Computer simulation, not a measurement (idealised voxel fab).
You're looking at the process module voxel released beams.
It is cross-section cut that appears here, measuring 155 nm in width, its square cells being 5 nm in size.
In this document a cross-section is written as a grid of square cells. It is given as a series of bands, listed from the top down, and a band is one or more rows of cells.
Top height, bottom height, nm. Materials left to right, width each, nm. Single material + "throughout" = fills band edge to edge. "air" = empty.
All heights in this document are referenced to 0, defined as the level beneath which the wafer, as received, consists entirely of one material. The lowest band is not bounded below; it extends indefinitely downward and is written in the form "z 0 and below".
It should be noted that a width expressed as "30->40" varies in equal increments from row to row of cells within the band, taking the value of the first number at the top row and that of the second number at the bottom row.
Reading "nothing was modified" for a step: not a cell of the cross-section changed in it.
What "Enclosed cavities" gives you is every empty space of 8 cells or more that is cut off from the top. Each appears as width x height at distance, with the distance taken from the left edge and width, height and distance all in nm.
If you see something after the settings on a step's line, that's the simulator's own remark about that step.
"overlay nm", when on a step's line for a step with a mask, measures how far to the right of its planned place the mask lay; a negative measure means to the left.
For the reader: what remains of this document is a series of pairs, each showing a cross-section before one process step and a cross-section after that step which reaches down only to the lowest band that changed, with the step between them and its settings set out under the pair. It should not be assumed that a pair continues from the pair above it; the pairs can come from different runs of this module on the same starting wafer, and such continuity exists only where the entry headed "Ex-ante state" says so.
Ex-ante state
> z 0 and below  Si throughout
> Enclosed cavities: none
Post-Step Appearance
> z 5 to 0  Al2O3 throughout
> At heights below 0, the structure remains unaltered.
> Enclosed cavities: none
Which step turns the before cross-section above into the after cross-section? CONFORMAL_DEP: material Al2O3, thk nm 5
Ex-ante state: just use the after drawing of the pair above as your starting point.
Post-Step Appearance
> z 20 to 5  SiO2 throughout
> At heights below 5, the structure remains unaltered.
> Enclosed cavities: none
Which step turns the before cross-section above into the after cross-section? DIRECTIONAL_DEP: material SiO2, thk nm 15
Ex-ante state: just use the after drawing of the pair above as your starting point.
Post-Step Appearance
> z 30 to 20  aC throughout
> At heights below 20, the structure remains unaltered.
> Enclosed cavities: none
Which step turns the before cross-section above into the after cross-section? DIRECTIONAL_DEP: material aC, thk nm 10
Ex-ante state: just use the after drawing of the pair above as your starting point.
Post-Step Appearance
> z 55 to 30  resist=30, then air=35, then resist=90
> At heights below 30, the structure remains unaltered.
> Enclosed cavities: none
Which step turns the before cross-section above into the after cross-section? PATTERN: tone open, mask id ANCHOR, material resist, width nm 35, thk nm 25, overlay nm 0
Ex-ante state: just use the after drawing of the pair above as your starting point.
Post-Step Appearance
> z 45 to 30  resist=30, then air=35, then resist=90
> z 30 to 20  aC=30, then air=35, then aC=90
> At heights below 20, the structure remains unaltered.
> Enclosed cavities: none
Which step turns the before cross-section above into the after cross-section? DIRECTIONAL_ETCH: etch materials aC, depth nm 10
Ex-ante state: just use the after drawing of the pair above as your starting point.
Post-Step Appearance
> z 30 to 20  aC=30, then air=35, then aC=90
> At heights below 20, the structure remains unaltered.
> Enclosed cavities: none
Which step turns the before cross-section above into the after cross-section? STRIP: etch materials resist
Ex-ante state: just use the after drawing of the pair above as your starting point.
Post-Step Appearance
> z 30 to 20  aC=30, then air=35, then aC=90
> z 20 to 5  SiO2=30, then air=35, then SiO2=90
> At heights below 5, the structure remains unaltered.
> Enclosed cavities: none
Which step turns the before cross-section above into the after cross-section? DIRECTIONAL_ETCH: etch materials SiO2, depth nm 15
Ex-ante state: just use the after drawing of the pair above as your starting point.
Post-Step Appearance
> z 20 to 5  SiO2=30, then air=35, then SiO2=90
> At heights below 5, the structure remains unaltered.
> Enclosed cavities: none
Which step turns the before cross-section above into the after cross-section? STRIP: etch materials aC
Ex-ante state: just use the after drawing of the pair above as your starting point.
Post-Step Appearance
> z 30 to 20  W=40, then air=15, then W=100
> z 20 to 15  SiO2=30, then W=10, then air=15, then W=10, then SiO2=90
> z 15 to 5  SiO2=30, then W=35, then SiO2=90
> At heights below 5, the structure remains unaltered.
> Enclosed cavities: none
Which step turns the before cross-section above into the after cross-section? CONFORMAL_DEP: material W, thk nm 10
Ex-ante state: just use the after drawing of the pair above as your starting point.
Post-Step Appearance
> z 45 to 30  aC=40, then air=15, then aC=100
> z 30 to 20  W=40, then aC=15, then W=100
> z 20 to 15  SiO2=30, then W=10, then aC=15, then W=10, then SiO2=90
> At heights below 15, the structure remains unaltered.
> Enclosed cavities: none
Which step turns the before cross-section above into the after cross-section? DIRECTIONAL_DEP: material aC, thk nm 15
Ex-ante state: just use the after drawing of the pair above as your starting point.
Post-Step Appearance
> z 80 to 45  air=25, then resist=100, then air=30
> z 45 to 30  aC=40, then resist=15, then aC=100
> At heights below 30, the structure remains unaltered.
> Enclosed cavities: none
Which step turns the before cross-section above into the after cross-section? PATTERN: tone cover, mask id BEAM, material resist, width nm 100, thk nm 35, overlay nm 0
Ex-ante state: just use the after drawing of the pair above as your starting point.
Post-Step Appearance
> z 65 to 45  air=25, then resist=100, then air=30
> z 45 to 30  air=25, then aC=15, then resist=15, then aC=70, then air=30
> At heights below 30, the structure remains unaltered.
> Enclosed cavities: none
Which step turns the before cross-section above into the after cross-section? DIRECTIONAL_ETCH: etch materials aC, depth nm 15
Ex-ante state: just use the after drawing of the pair above as your starting point.
Post-Step Appearance
> z 45 to 30  air=25, then aC=15, then air=15, then aC=70, then air=30
> At heights below 30, the structure remains unaltered.
> Enclosed cavities: none
Which step turns the before cross-section above into the after cross-section? STRIP: etch materials resist
Ex-ante state: just use the after drawing of the pair above as your starting point.
Post-Step Appearance
> z 45 to 30  air=25, then aC=15, then air=15, then aC=70, then air=30
> z 30 to 20  air=25, then W=15, then aC=15, then W=70, then air=30
> At heights below 20, the structure remains unaltered.
> Enclosed cavities: none
Which step turns the before cross-section above into the after cross-section? DIRECTIONAL_ETCH: etch materials W, depth nm 10
Ex-ante state: just use the after drawing of the pair above as your starting point.
Post-Step Appearance
> z 30 to 20  air=25, then W=15, then air=15, then W=70, then air=30
> z 20 to 15  SiO2=30, then W=10, then air=15, then W=10, then SiO2=90
> At heights below 15, the structure remains unaltered.
> Enclosed cavities: none
Which step turns the before cross-section above into the after cross-section? STRIP: etch materials aC
Ex-ante state: just use the after drawing of the pair above as your starting point.
Post-Step Appearance
> z 30 to 20  air=25, then W=15, then air=15, then W=70, then air=30
> z 20 to 15  air=30, then W=10, then air=15, then W=10, then air=90
> z 15 to 5  air=30, then W=35, then air=90
> At heights below 5, the structure remains unaltered.
> Enclosed cavities: none
Which step turns the before cross-section above into the after cross-section? STRIP: etch materials SiO2
Ex-ante state
> z 0 and below  Si throughout
> Enclosed cavities: none
Post-Step Appearance
> z 15 to 0  SiO2 throughout
> At heights below 0, the structure remains unaltered.
> Enclosed cavities: none
Which step turns the before cross-section above into the after cross-section? DIRECTIONAL_DEP: material SiO2, thk nm 15
Ex-ante state: just use the after drawing of the pair above as your starting point.
Post-Step Appearance
> z 25 to 15  aC throughout
> At heights below 15, the structure remains unaltered.
> Enclosed cavities: none
Which step turns the before cross-section above into the after cross-section? DIRECTIONAL_DEP: material aC, thk nm 10
Ex-ante state: just use the after drawing of the pair above as your starting point.
Post-Step Appearance
> z 50 to 25  resist=30, then air=35, then resist=90
> At heights below 25, the structure remains unaltered.
> Enclosed cavities: none
Which step turns the before cross-section above into the after cross-section? PATTERN: tone open, mask id ANCHOR, material resist, width nm 35, thk nm 25, overlay nm 0
Ex-ante state: just use the after drawing of the pair above as your starting point.
Post-Step Appearance
> z 40 to 25  resist=30, then air=35, then resist=90
> z 25 to 15  aC=30, then air=35, then aC=90
> At heights below 15, the structure remains unaltered.
> Enclosed cavities: none
Which step turns the before cross-section above into the after cross-section? DIRECTIONAL_ETCH: etch materials aC, depth nm 10
Ex-ante state: just use the after drawing of the pair above as your starting point.
Post-Step Appearance
> z 25 to 15  aC=30, then air=35, then aC=90
> At heights below 15, the structure remains unaltered.
> Enclosed cavities: none
Which step turns the before cross-section above into the after cross-section? STRIP: etch materials resist
Ex-ante state: just use the after drawing of the pair above as your starting point.
Post-Step Appearance
> z 25 to 15  aC=30, then air=35, then aC=90
> z 15 to 0  SiO2=30, then air=35, then SiO2=90
> At heights below 0, the structure remains unaltered.
> Enclosed cavities: none
Which step turns the before cross-section above into the after cross-section? DIRECTIONAL_ETCH: etch materials SiO2, depth nm 15
Ex-ante state: just use the after drawing of the pair above as your starting point.
Post-Step Appearance
> z 15 to 0  SiO2=30, then air=35, then SiO2=90
> At heights below 0, the structure remains unaltered.
> Enclosed cavities: none
Which step turns the before cross-section above into the after cross-section? STRIP: etch materials aC
Ex-ante state: just use the after drawing of the pair above as your starting point.
Post-Step Appearance
> z 25 to 15  W=40, then air=15, then W=100
> z 15 to 10  SiO2=30, then W=10, then air=15, then W=10, then SiO2=90
> z 10 to 0  SiO2=30, then W=35, then SiO2=90
> At heights below 0, the structure remains unaltered.
> Enclosed cavities: none
Which step turns the before cross-section above into the after cross-section? CONFORMAL_DEP: material W, thk nm 10
Ex-ante state: just use the after drawing of the pair above as your starting point.
Post-Step Appearance
> z 40 to 25  aC=40, then air=15, then aC=100
> z 25 to 15  W=40, then aC=15, then W=100
> z 15 to 10  SiO2=30, then W=10, then aC=15, then W=10, then SiO2=90
> At heights below 10, the structure remains unaltered.
> Enclosed cavities: none
Which step turns the before cross-section above into the after cross-section? DIRECTIONAL_DEP: material aC, thk nm 15
Ex-ante state: just use the after drawing of the pair above as your starting point.
Post-Step Appearance
> z 75 to 40  air=25, then resist=100, then air=30
> z 40 to 25  aC=40, then resist=15, then aC=100
> At heights below 25, the structure remains unaltered.
> Enclosed cavities: none
Which step turns the before cross-section above into the after cross-section? PATTERN: tone cover, mask id BEAM, material resist, width nm 100, thk nm 35, overlay nm 0
Ex-ante state: just use the after drawing of the pair above as your starting point.
Post-Step Appearance
> z 60 to 40  air=25, then resist=100, then air=30
> z 40 to 25  air=25, then aC=15, then resist=15, then aC=70, then air=30
> At heights below 25, the structure remains unaltered.
> Enclosed cavities: none
Which step turns the before cross-section above into the after cross-section? DIRECTIONAL_ETCH: etch materials aC, depth nm 15
Ex-ante state: just use the after drawing of the pair above as your starting point.
Post-Step Appearance
> z 40 to 25  air=25, then aC=15, then air=15, then aC=70, then air=30
> At heights below 25, the structure remains unaltered.
> Enclosed cavities: none
Which step turns the before cross-section above into the after cross-section? STRIP: etch materials resist
Ex-ante state: just use the after drawing of the pair above as your starting point.
Post-Step Appearance
> z 40 to 25  air=25, then aC=15, then air=15, then aC=70, then air=30
> z 25 to 15  air=25, then W=15, then aC=15, then W=70, then air=30
> At heights below 15, the structure remains unaltered.
> Enclosed cavities: none
Which step turns the before cross-section above into the after cross-section? DIRECTIONAL_ETCH: etch materials W, depth nm 10
Ex-ante state: just use the after drawing of the pair above as your starting point.
Post-Step Appearance
> z 25 to 15  air=25, then W=15, then air=15, then W=70, then air=30
> z 15 to 10  SiO2=30, then W=10, then air=15, then W=10, then SiO2=90
> At heights below 10, the structure remains unaltered.
> Enclosed cavities: none
Which step turns the before cross-section above into the after cross-section? STRIP: etch materials aC
Ex-ante state: just use the after drawing of the pair above as your starting point.
Post-Step Appearance
> z 25 to 15  air=25, then W=15, then air=15, then W=70, then air=30
> z 15 to 10  air=30, then W=10, then air=15, then W=10, then air=90
> z 10 to 0  air=30, then W=35, then air=90
> At heights below 0, the structure remains unaltered.
> Enclosed cavities: none
Which step turns the before cross-section above into the after cross-section? STRIP: etch materials SiO2
Ex-ante state
> z 15 to 0  SiO2 throughout
> z 0 and below  Si throughout
> Enclosed cavities: none
Post-Step Appearance
> z 20 to 15  Al2O3 throughout
> At heights below 15, the structure remains unaltered.
> Enclosed cavities: none
Which step turns the before cross-section above into the after cross-section? CONFORMAL_DEP: material Al2O3, thk nm 5
Ex-ante state: just use the after drawing of the pair above as your starting point.
Post-Step Appearance
> z 30 to 20  aC throughout
> At heights below 20, the structure remains unaltered.
> Enclosed cavities: none
Which step turns the before cross-section above into the after cross-section? DIRECTIONAL_DEP: material aC, thk nm 10
Ex-ante state: just use the after drawing of the pair above as your starting point.
Post-Step Appearance
> z 55 to 30  resist=30, then air=35, then resist=90
> At heights below 30, the structure remains unaltered.
> Enclosed cavities: none
Which step turns the before cross-section above into the after cross-section? PATTERN: tone open, mask id ANCHOR, material resist, width nm 35, thk nm 25, overlay nm 0
Ex-ante state: just use the after drawing of the pair above as your starting point.
Post-Step Appearance
> z 45 to 30  resist=30, then air=35, then resist=90
> z 30 to 20  aC=30, then air=35, then aC=90
> At heights below 20, the structure remains unaltered.
> Enclosed cavities: none
Which step turns the before cross-section above into the after cross-section? DIRECTIONAL_ETCH: etch materials aC, depth nm 10
Ex-ante state: just use the after drawing of the pair above as your starting point.
Post-Step Appearance
> z 30 to 20  aC=30, then air=35, then aC=90
> At heights below 20, the structure remains unaltered.
> Enclosed cavities: none
Which step turns the before cross-section above into the after cross-section? STRIP: etch materials resist
Ex-ante state: just use the after drawing of the pair above as your starting point.
Post-Step Appearance
> z 20 to 15  Al2O3 throughout
> At heights below 15, the structure remains unaltered.
> Enclosed cavities: none
Which step turns the before cross-section above into the after cross-section? STRIP: etch materials aC
Ex-ante state: just use the after drawing of the pair above as your starting point.
Post-Step Appearance
> z 30 to 20  W throughout
> At heights below 20, the structure remains unaltered.
> Enclosed cavities: none
Which step turns the before cross-section above into the after cross-section? CONFORMAL_DEP: material W, thk nm 10
Ex-ante state: just use the after drawing of the pair above as your starting point.
Post-Step Appearance
> z 45 to 30  aC throughout
> At heights below 30, the structure remains unaltered.
> Enclosed cavities: none
Which step turns the before cross-section above into the after cross-section? DIRECTIONAL_DEP: material aC, thk nm 15
Ex-ante state: just use the after drawing of the pair above as your starting point.
Post-Step Appearance
> z 80 to 45  air=25, then resist=100, then air=30
> At heights below 45, the structure remains unaltered.
> Enclosed cavities: none
Which step turns the before cross-section above into the after cross-section? PATTERN: tone cover, mask id BEAM, material resist, width nm 100, thk nm 35, overlay nm 0
Ex-ante state: just use the after drawing of the pair above as your starting point.
Post-Step Appearance
> z 65 to 45  air=25, then resist=100, then air=30
> z 45 to 30  air=25, then aC=100, then air=30
> At heights below 30, the structure remains unaltered.
> Enclosed cavities: none
Which step turns the before cross-section above into the after cross-section? DIRECTIONAL_ETCH: etch materials aC, depth nm 15
Ex-ante state: just use the after drawing of the pair above as your starting point.
Post-Step Appearance
> z 45 to 30  air=25, then aC=100, then air=30
> At heights below 30, the structure remains unaltered.
> Enclosed cavities: none
Which step turns the before cross-section above into the after cross-section? STRIP: etch materials resist
Ex-ante state: just use the after drawing of the pair above as your starting point.
Post-Step Appearance
> z 45 to 30  air=25, then aC=100, then air=30
> z 30 to 20  air=25, then W=100, then air=30
> At heights below 20, the structure remains unaltered.
> Enclosed cavities: none
Which step turns the before cross-section above into the after cross-section? DIRECTIONAL_ETCH: etch materials W, depth nm 10
Ex-ante state: just use the after drawing of the pair above as your starting point.
Post-Step Appearance
> z 30 to 20  air=25, then W=100, then air=30
> At heights below 20, the structure remains unaltered.
> Enclosed cavities: none
Which step turns the before cross-section above into the after cross-section? STRIP: etch materials aC
Ex-ante state
> z 45 to 30  air=25, then aC=15, then air=15, then aC=70, then air=30
> z 30 to 20  W=40, then aC=15, then W=100
> z 20 to 15  SiO2=30, then W=10, then aC=15, then W=10, then SiO2=90
> z 15 to 5  SiO2=30, then W=35, then SiO2=90
> z 5 to 0  Al2O3 throughout
> z 0 and below  Si throughout
> Enclosed cavities: none
Post-Step Appearance
> z 45 to 30  air=25, then aC=15, then air=15, then aC=70, then air=30
> z 30 to 25  air=25, then W=15, then aC=15, then W=70, then air=30
> At heights below 25, the structure remains unaltered.
> Enclosed cavities: none
Which step turns the before cross-section above into the after cross-section? DIRECTIONAL_ETCH: etch materials W, depth nm 5
Ex-ante state: just use the after drawing of the pair above as your starting point.
Post-Step Appearance
> z 30 to 25  air=25, then W=15, then air=15, then W=70, then air=30
> z 25 to 20  W=40, then air=15, then W=100
> z 20 to 15  SiO2=30, then W=10, then air=15, then W=10, then SiO2=90
> At heights below 15, the structure remains unaltered.
> Enclosed cavities: none
Which step turns the before cross-section above into the after cross-section? STRIP: etch materials aC
Ex-ante state
> z 30 to 20  aC throughout
> z 20 to 5  SiO2 throughout
> z 5 to 0  Al2O3 throughout
> z 0 and below  Si throughout
> Enclosed cavities: none
Post-Step Appearance
> z 55 to 30  resist=35, then air=30, then resist=90
> At heights below 30, the structure remains unaltered.
> Enclosed cavities: none
Which step turns the before cross-section above into the after cross-section? PATTERN: tone open, mask id ANCHOR, material resist, width nm 30, thk nm 25, overlay nm 0
Ex-ante state: just use the after drawing of the pair above as your starting point.
Post-Step Appearance
> z 45 to 30  resist=35, then air=30, then resist=90
> z 30 to 20  aC=35, then air=30, then aC=90
> At heights below 20, the structure remains unaltered.
> Enclosed cavities: none
Which step turns the before cross-section above into the after cross-section? DIRECTIONAL_ETCH: etch materials aC, depth nm 10
Ex-ante state: just use the after drawing of the pair above as your starting point.
Post-Step Appearance
> z 30 to 20  aC=35, then air=30, then aC=90
> At heights below 20, the structure remains unaltered.
> Enclosed cavities: none
Which step turns the before cross-section above into the after cross-section? STRIP: etch materials resist
Ex-ante state: just use the after drawing of the pair above as your starting point.
Post-Step Appearance
> z 30 to 20  aC=35, then air=30, then aC=90
> z 20 to 5  SiO2=35, then air=30, then SiO2=90
> At heights below 5, the structure remains unaltered.
> Enclosed cavities: none
Which step turns the before cross-section above into the after cross-section? DIRECTIONAL_ETCH: etch materials SiO2, depth nm 15
Ex-ante state: just use the after drawing of the pair above as your starting point.
Post-Step Appearance
> z 20 to 5  SiO2=35, then air=30, then SiO2=90
> At heights below 5, the structure remains unaltered.
> Enclosed cavities: none
Which step turns the before cross-section above into the after cross-section? STRIP: etch materials aC
Ex-ante state: just use the after drawing of the pair above as your starting point.
Post-Step Appearance
> z 30 to 20  W=45, then air=10, then W=100
> z 20 to 15  SiO2=35, then W=10, then air=10, then W=10, then SiO2=90
> z 15 to 5  SiO2=35, then W=30, then SiO2=90
> At heights below 5, the structure remains unaltered.
> Enclosed cavities: none
Which step turns the before cross-section above into the after cross-section? CONFORMAL_DEP: material W, thk nm 10
Ex-ante state: just use the after drawing of the pair above as your starting point.
Post-Step Appearance
> z 45 to 30  aC=45, then air=10, then aC=100
> z 30 to 20  W=45, then aC=10, then W=100
> z 20 to 15  SiO2=35, then W=10, then aC=10, then W=10, then SiO2=90
> At heights below 15, the structure remains unaltered.
> Enclosed cavities: none
Which step turns the before cross-section above into the after cross-section? DIRECTIONAL_DEP: material aC, thk nm 15
Ex-ante state: just use the after drawing of the pair above as your starting point.
Post-Step Appearance
> z 80 to 45  air=25, then resist=100, then air=30
> z 45 to 30  aC=45, then resist=10, then aC=100
> At heights below 30, the structure remains unaltered.
> Enclosed cavities: none
Which step turns the before cross-section above into the after cross-section? PATTERN: tone cover, mask id BEAM, material resist, width nm 100, thk nm 35, overlay nm 0
Ex-ante state: just use the after drawing of the pair above as your starting point.
Post-Step Appearance
> z 65 to 45  air=25, then resist=100, then air=30
> z 45 to 30  air=25, then aC=20, then resist=10, then aC=70, then air=30
> At heights below 30, the structure remains unaltered.
> Enclosed cavities: none
Which step turns the before cross-section above into the after cross-section? DIRECTIONAL_ETCH: etch materials aC, depth nm 15
Ex-ante state: just use the after drawing of the pair above as your starting point.
Post-Step Appearance
> z 45 to 30  air=25, then aC=20, then air=10, then aC=70, then air=30
> At heights below 30, the structure remains unaltered.
> Enclosed cavities: none
Which step turns the before cross-section above into the after cross-section? STRIP: etch materials resist
Ex-ante state: just use the after drawing of the pair above as your starting point.
Post-Step Appearance
> z 45 to 30  air=25, then aC=20, then air=10, then aC=70, then air=30
> z 30 to 20  air=25, then W=20, then aC=10, then W=70, then air=30
> At heights below 20, the structure remains unaltered.
> Enclosed cavities: none
Which step turns the before cross-section above into the after cross-section? DIRECTIONAL_ETCH: etch materials W, depth nm 10
Ex-ante state: just use the after drawing of the pair above as your starting point.
Post-Step Appearance
> z 30 to 20  air=25, then W=20, then air=10, then W=70, then air=30
> z 20 to 15  SiO2=35, then W=10, then air=10, then W=10, then SiO2=90
> At heights below 15, the structure remains unaltered.
> Enclosed cavities: none
Which step turns the before cross-section above into the after cross-section? STRIP: etch materials aC
Ex-ante state: just use the after drawing of the pair above as your starting point.
Post-Step Appearance
> z 30 to 20  air=25, then W=20, then air=10, then W=70, then air=30
> z 20 to 15  air=35, then W=10, then air=10, then W=10, then air=90
> z 15 to 5  air=35, then W=30, then air=90
> At heights below 5, the structure remains unaltered.
> Enclosed cavities: none
Which step turns the before cross-section above into the after cross-section? STRIP: etch materials SiO2
Ex-ante state
> z 45 to 30  aC=40, then air=15, then aC=100
> z 30 to 20  W=40, then aC=15, then W=100
> z 20 to 15  SiO2=30, then W=10, then aC=15, then W=10, then SiO2=90
> z 15 to 5  SiO2=30, then W=35, then SiO2=90
> z 5 to 0  Al2O3 throughout
> z 0 and below  Si throughout
> Enclosed cavities: none
Post-Step Appearance
> z 80 to 45  air=30, then resist=100, then air=25
> z 45 to 30  aC=40, then resist=15, then aC=100
> At heights below 30, the structure remains unaltered.
> Enclosed cavities: none
Which step turns the before cross-section above into the after cross-section? PATTERN: tone cover, mask id BEAM, material resist, width nm 100, thk nm 35, overlay nm 5
Ex-ante state: just use the after drawing of the pair above as your starting point.
Post-Step Appearance
> z 65 to 45  air=30, then resist=100, then air=25
> z 45 to 30  air=30, then aC=10, then resist=15, then aC=75, then air=25
> At heights below 30, the structure remains unaltered.
> Enclosed cavities: none
Which step turns the before cross-section above into the after cross-section? DIRECTIONAL_ETCH: etch materials aC, depth nm 15
Ex-ante state: just use the after drawing of the pair above as your starting point.
Post-Step Appearance
> z 45 to 30  air=30, then aC=10, then air=15, then aC=75, then air=25
> At heights below 30, the structure remains unaltered.
> Enclosed cavities: none
Which step turns the before cross-section above into the after cross-section? STRIP: etch materials resist
Ex-ante state: just use the after drawing of the pair above as your starting point.
Post-Step Appearance
> z 45 to 30  air=30, then aC=10, then air=15, then aC=75, then air=25
> z 30 to 20  air=30, then W=10, then aC=15, then W=75, then air=25
> At heights below 20, the structure remains unaltered.
> Enclosed cavities: none
Which step turns the before cross-section above into the after cross-section? DIRECTIONAL_ETCH: etch materials W, depth nm 10
Ex-ante state: just use the after drawing of the pair above as your starting point.
Post-Step Appearance
> z 30 to 20  air=30, then W=10, then air=15, then W=75, then air=25
> z 20 to 15  SiO2=30, then W=10, then air=15, then W=10, then SiO2=90
> At heights below 15, the structure remains unaltered.
> Enclosed cavities: none
Which step turns the before cross-section above into the after cross-section? STRIP: etch materials aC
Ex-ante state: just use the after drawing of the pair above as your starting point.
Post-Step Appearance
> z 30 to 20  air=30, then W=10, then air=15, then W=75, then air=25
> z 20 to 15  air=30, then W=10, then air=15, then W=10, then air=90
> z 15 to 5  air=30, then W=35, then air=90
> At heights below 5, the structure remains unaltered.
> Enclosed cavities: none
Which step turns the before cross-section above into the after cross-section? STRIP: etch materials SiO2
Ex-ante state
> z 0 and below  Si throughout
> Enclosed cavities: none
Post-Step Appearance
> z 5 to 0  SiO2 throughout
> At heights below 0, the structure remains unaltered.
> Enclosed cavities: none
Which step turns the before cross-section above into the after cross-section? CONFORMAL_DEP: material SiO2, thk nm 5
Ex-ante state: just use the after drawing of the pair above as your starting point.
Post-Step Appearance
> z 20 to 0  SiO2 throughout
> At heights below 0, the structure remains unaltered.
> Enclosed cavities: none
Which step turns the before cross-section above into the after cross-section? DIRECTIONAL_DEP: material SiO2, thk nm 15
Ex-ante state: just use the after drawing of the pair above as your starting point.
Post-Step Appearance
> z 30 to 20  aC throughout
> At heights below 20, the structure remains unaltered.
> Enclosed cavities: none
Which step turns the before cross-section above into the after cross-section? DIRECTIONAL_DEP: material aC, thk nm 10
Ex-ante state: just use the after drawing of the pair above as your starting point.
Post-Step Appearance
> z 55 to 30  resist=30, then air=35, then resist=90
> At heights below 30, the structure remains unaltered.
> Enclosed cavities: none
Which step turns the before cross-section above into the after cross-section? PATTERN: tone open, mask id ANCHOR, material resist, width nm 35, thk nm 25, overlay nm 0
Ex-ante state: just use the after drawing of the pair above as your starting point.
Post-Step Appearance
> z 45 to 30  resist=30, then air=35, then resist=90
> z 30 to 20  aC=30, then air=35, then aC=90
> At heights below 20, the structure remains unaltered.
> Enclosed cavities: none
Which step turns the before cross-section above into the after cross-section? DIRECTIONAL_ETCH: etch materials aC, depth nm 10
Ex-ante state: just use the after drawing of the pair above as your starting point.
Post-Step Appearance
> z 30 to 20  aC=30, then air=35, then aC=90
> At heights below 20, the structure remains unaltered.
> Enclosed cavities: none
Which step turns the before cross-section above into the after cross-section? STRIP: etch materials resist
Ex-ante state: just use the after drawing of the pair above as your starting point.
Post-Step Appearance
> z 30 to 20  aC=30, then air=35, then aC=90
> z 20 to 5  SiO2=30, then air=35, then SiO2=90
> At heights below 5, the structure remains unaltered.
> Enclosed cavities: none
Which step turns the before cross-section above into the after cross-section? DIRECTIONAL_ETCH: etch materials SiO2, depth nm 15
Ex-ante state: just use the after drawing of the pair above as your starting point.
Post-Step Appearance
> z 20 to 5  SiO2=30, then air=35, then SiO2=90
> At heights below 5, the structure remains unaltered.
> Enclosed cavities: none
Which step turns the before cross-section above into the after cross-section? STRIP: etch materials aC
Ex-ante state: just use the after drawing of the pair above as your starting point.
Post-Step Appearance
> z 30 to 20  W=40, then air=15, then W=100
> z 20 to 15  SiO2=30, then W=10, then air=15, then W=10, then SiO2=90
> z 15 to 5  SiO2=30, then W=35, then SiO2=90
> At heights below 5, the structure remains unaltered.
> Enclosed cavities: none
Which step turns the before cross-section above into the after cross-section? CONFORMAL_DEP: material W, thk nm 10
Ex-ante state: just use the after drawing of the pair above as your starting point.
Post-Step Appearance
> z 45 to 30  aC=40, then air=15, then aC=100
> z 30 to 20  W=40, then aC=15, then W=100
> z 20 to 15  SiO2=30, then W=10, then aC=15, then W=10, then SiO2=90
> At heights below 15, the structure remains unaltered.
> Enclosed cavities: none
Which step turns the before cross-section above into the after cross-section? DIRECTIONAL_DEP: material aC, thk nm 15
Ex-ante state: just use the after drawing of the pair above as your starting point.
Post-Step Appearance
> z 80 to 45  air=25, then resist=100, then air=30
> z 45 to 30  aC=40, then resist=15, then aC=100
> At heights below 30, the structure remains unaltered.
> Enclosed cavities: none
Which step turns the before cross-section above into the after cross-section? PATTERN: tone cover, mask id BEAM, material resist, width nm 100, thk nm 35, overlay nm 0
Ex-ante state: just use the after drawing of the pair above as your starting point.
Post-Step Appearance
> z 65 to 45  air=25, then resist=100, then air=30
> z 45 to 30  air=25, then aC=15, then resist=15, then aC=70, then air=30
> At heights below 30, the structure remains unaltered.
> Enclosed cavities: none
Which step turns the before cross-section above into the after cross-section? DIRECTIONAL_ETCH: etch materials aC, depth nm 15
Ex-ante state: just use the after drawing of the pair above as your starting point.
Post-Step Appearance
> z 45 to 30  air=25, then aC=15, then air=15, then aC=70, then air=30
> At heights below 30, the structure remains unaltered.
> Enclosed cavities: none
Which step turns the before cross-section above into the after cross-section? STRIP: etch materials resist
Ex-ante state: just use the after drawing of the pair above as your starting point.
Post-Step Appearance
> z 45 to 30  air=25, then aC=15, then air=15, then aC=70, then air=30
> z 30 to 20  air=25, then W=15, then aC=15, then W=70, then air=30
> At heights below 20, the structure remains unaltered.
> Enclosed cavities: none
Which step turns the before cross-section above into the after cross-section? DIRECTIONAL_ETCH: etch materials W, depth nm 10
Ex-ante state: just use the after drawing of the pair above as your starting point.
Post-Step Appearance
> z 30 to 20  air=25, then W=15, then air=15, then W=70, then air=30
> z 20 to 15  SiO2=30, then W=10, then air=15, then W=10, then SiO2=90
> At heights below 15, the structure remains unaltered.
> Enclosed cavities: none
Which step turns the before cross-section above into the after cross-section? STRIP: etch materials aC
Ex-ante state: just use the after drawing of the pair above as your starting point.
Post-Step Appearance
> z 0 and below  Si throughout
> Enclosed cavities: none
Which step turns the before cross-section above into the after cross-section? STRIP: etch materials SiO2
Ex-ante state
> z 30 to 20  aC throughout
> z 20 to 5  SiO2 throughout
> z 5 to 0  Al2O3 throughout
> z 0 and below  Si throughout
> Enclosed cavities: none
Post-Step Appearance
> z 55 to 30  air=30, then resist=35, then air=90
> At heights below 30, the structure remains unaltered.
> Enclosed cavities: none
Which step turns the before cross-section above into the after cross-section? PATTERN: tone cover, mask id ANCHOR, material resist, width nm 35, thk nm 25, overlay nm 0
Ex-ante state: just use the after drawing of the pair above as your starting point.
Post-Step Appearance
> z 45 to 30  air=30, then resist=35, then air=90
> z 30 to 20  air=30, then aC=35, then air=90
> At heights below 20, the structure remains unaltered.
> Enclosed cavities: none
Which step turns the before cross-section above into the after cross-section? DIRECTIONAL_ETCH: etch materials aC, depth nm 10
Ex-ante state: just use the after drawing of the pair above as your starting point.
Post-Step Appearance
> z 30 to 20  air=30, then aC=35, then air=90
> At heights below 20, the structure remains unaltered.
> Enclosed cavities: none
Which step turns the before cross-section above into the after cross-section? STRIP: etch materials resist
Ex-ante state: just use the after drawing of the pair above as your starting point.
Post-Step Appearance
> z 30 to 20  air=30, then aC=35, then air=90
> z 20 to 5  air=30, then SiO2=35, then air=90
> At heights below 5, the structure remains unaltered.
> Enclosed cavities: none
Which step turns the before cross-section above into the after cross-section? DIRECTIONAL_ETCH: etch materials SiO2, depth nm 15
Ex-ante state: just use the after drawing of the pair above as your starting point.
Post-Step Appearance
> z 20 to 5  air=30, then SiO2=35, then air=90
> At heights below 5, the structure remains unaltered.
> Enclosed cavities: none
Which step turns the before cross-section above into the after cross-section? STRIP: etch materials aC
Ex-ante state: just use the after drawing of the pair above as your starting point.
Post-Step Appearance
> z 30 to 20  air=20, then W=55, then air=80
> z 20 to 15  air=20, then W=10, then SiO2=35, then W=10, then air=80
> z 15 to 5  W=30, then SiO2=35, then W=90
> At heights below 5, the structure remains unaltered.
> Enclosed cavities: none
Which step turns the before cross-section above into the after cross-section? CONFORMAL_DEP: material W, thk nm 10
Ex-ante state: just use the after drawing of the pair above as your starting point.
Post-Step Appearance
> z 45 to 30  air=20, then aC=55, then air=80
> z 30 to 20  aC=20, then W=55, then aC=80
> z 20 to 15  aC=20, then W=10, then SiO2=35, then W=10, then aC=80
> At heights below 15, the structure remains unaltered.
> Enclosed cavities: none
Which step turns the before cross-section above into the after cross-section? DIRECTIONAL_DEP: material aC, thk nm 15
